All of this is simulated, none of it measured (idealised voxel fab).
process module | voxel released beams
Cross-section cut: width 195 nm, square cells of 5 nm.
Cross-section layout: square cells on a grid; listed as bands, top to bottom; a band spans one or more cell rows.
In this notation a band is specified by the heights of its top and bottom, in that order and in nm, after which its materials appear from left to right, each paired with its width in nm. The word "edge to edge" attached to a single material means that material fills the band from edge to edge; the word "empty" stands for empty space.
We count height from 0. Below that, the starting wafer is all one material. The lowest band never ends at the bottom but goes on down; see "0..down" for how that is written.
Width: "30->40" (first number = top row, second number = bottom row, same change from row to row of cells).
When a step is marked "remained unchanged", none of the cells in the cross-section changed during that step.
"Enclosed void catalog" means: voids of 8 cells or more that are shut off from the top with no open way through. Written width x height at distance, distance from the left edge, in nm.
Post-settings text on a step line: simulator's own remark regarding the step.
Among the settings permitted on a step's line is "overlay nm"; applied to a step with a mask, it specifies the extent to which the mask lay to the right of its planned position, whereas a negative figure signifies a position to the left.

Process steps foreseen in the plan:
1. RECEIVE | material Si
2. CONFORMAL_DEP | material SiN | thk nm 5
3. DIRECTIONAL_DEP | material SiO2 | thk nm 15
4. DIRECTIONAL_DEP | material aC | thk nm 10
5. PATTERN | tone open | mask id ANCHOR | material resist | width nm 35 | thk nm 30 | overlay nm 0
6. DIRECTIONAL_ETCH | etch materials aC | depth nm 10
7. STRIP | etch materials resist
8. DIRECTIONAL_ETCH | etch materials SiO2 | depth nm 15
9. STRIP | etch materials aC
10. CONFORMAL_DEP | material polySi | thk nm 15
11. MASKED_ETCH | tone cover | mask id BEAM | width nm 120 | etch materials polySi | depth nm 15 | overlay nm 0
12. STRIP | etch materials SiO2

Concerning the first of two wafers, which was run in accordance with the plan:

Wafer cross-section on receipt, i.e. after step 1:
* 0..down | Si edge to edge
* Enclosed void catalog: none

Take a look at the wafer's cross-section after step 2:
* 5..0 | SiN edge to edge
* Below a height of 0, the structure has not been altered.

Take a look at the wafer's cross-section after step 3:
* 20..5 | SiO2 edge to edge
* Below a height of 5, the structure has not been altered.

Take a look at the wafer's cross-section after step 4:
* 30..20 | aC edge to edge
* Below a height of 20, the structure has not been altered.

Take a look at the wafer's cross-section after step 5:
* 60..30 | 40 nm resist | 35 nm empty | 120 nm resist
* Below a height of 30, the structure has not been altered.

Take a look at the wafer's cross-section after step 6:
* 50..30 | 40 nm resist | 35 nm empty | 120 nm resist
* 30..20 | 40 nm aC | 35 nm empty | 120 nm aC
* Below a height of 20, the structure has not been altered.

Take a look at the wafer's cross-section after step 7:
* 30..20 | 40 nm aC | 35 nm empty | 120 nm aC
* Below a height of 20, the structure has not been altered.

Take a look at the wafer's cross-section after step 8:
* 30..20 | 40 nm aC | 35 nm empty | 120 nm aC
* 20..5 | 40 nm SiO2 | 35 nm empty | 120 nm SiO2
* Below a height of 5, the structure has not been altered.

Take a look at the wafer's cross-section after step 9:
* 20..5 | 40 nm SiO2 | 35 nm empty | 120 nm SiO2
* Below a height of 5, the structure has not been altered.

Take a look at the wafer's cross-section after step 10:
* 35..20 | 55 nm polySi | 5 nm empty | 135 nm polySi
* 20..5 | 40 nm SiO2 | 35 nm polySi | 120 nm SiO2
* Below a height of 5, the structure has not been altered.

Take a look at the wafer's cross-section after step 11:
* 35..20 | 35 nm empty | 20 nm polySi | 5 nm empty | 95 nm polySi | 40 nm empty
* Below a height of 20, the structure has not been altered.

Take a look at the wafer's cross-section after step 12:
* 35..20 | 35 nm empty | 20 nm polySi | 5 nm empty | 95 nm polySi | 40 nm empty
* 20..5 | 40 nm empty | 35 nm polySi | 120 nm empty
* Below a height of 5, the structure has not been altered.

Notes, second wafer: start = first wafer's, plan = first wafer's, execution had one mistake; history identical to first through step 4:

Second wafer at the planned finish of step 5, seen in cross-section:
* 60..30 | 40 nm empty | 35 nm resist | 120 nm empty
* Below a height of 30, the structure has not been altered.

Second wafer at the planned finish of step 6, seen in cross-section:
* 50..30 | 40 nm empty | 35 nm resist | 120 nm empty
* 30..20 | 40 nm empty | 35 nm aC | 120 nm empty
* Below a height of 20, the structure has not been altered.

Second wafer at the planned finish of step 7, seen in cross-section:
* 30..20 | 40 nm empty | 35 nm aC | 120 nm empty
* Below a height of 20, the structure has not been altered.

Second wafer at the planned finish of step 8, seen in cross-section:
* 30..20 | 40 nm empty | 35 nm aC | 120 nm empty
* 20..5 | 40 nm empty | 35 nm SiO2 | 120 nm empty
* Below a height of 5, the structure has not been altered.

Second wafer at the planned finish of step 9, seen in cross-section:
* 20..5 | 40 nm empty | 35 nm SiO2 | 120 nm empty
* Below a height of 5, the structure has not been altered.

Second wafer at the planned finish of step 10, seen in cross-section:
* 35..20 | 25 nm empty | 65 nm polySi | 105 nm empty
* 20..5 | 40 nm polySi | 35 nm SiO2 | 120 nm polySi
* Below a height of 5, the structure has not been altered.

Second wafer at the planned finish of step 11, seen in cross-section:
* 35..20 | 35 nm empty | 55 nm polySi | 105 nm empty
* 20..5 | 25 nm empty | 15 nm polySi | 35 nm SiO2 | 80 nm polySi | 40 nm empty
* Below a height of 5, the structure has not been altered.

Second wafer at the planned finish of step 12, seen in cross-section: remained unchanged
In executing the process, a mistake was made relative to the plan: step 5 off recipe, ran as PATTERN | tone cover | mask id ANCHOR | material resist | width nm 35 | thk nm 30 | overlay nm 0
Materials where the second wafer ends with more or fewer cells than the first: 21 more of SiO2
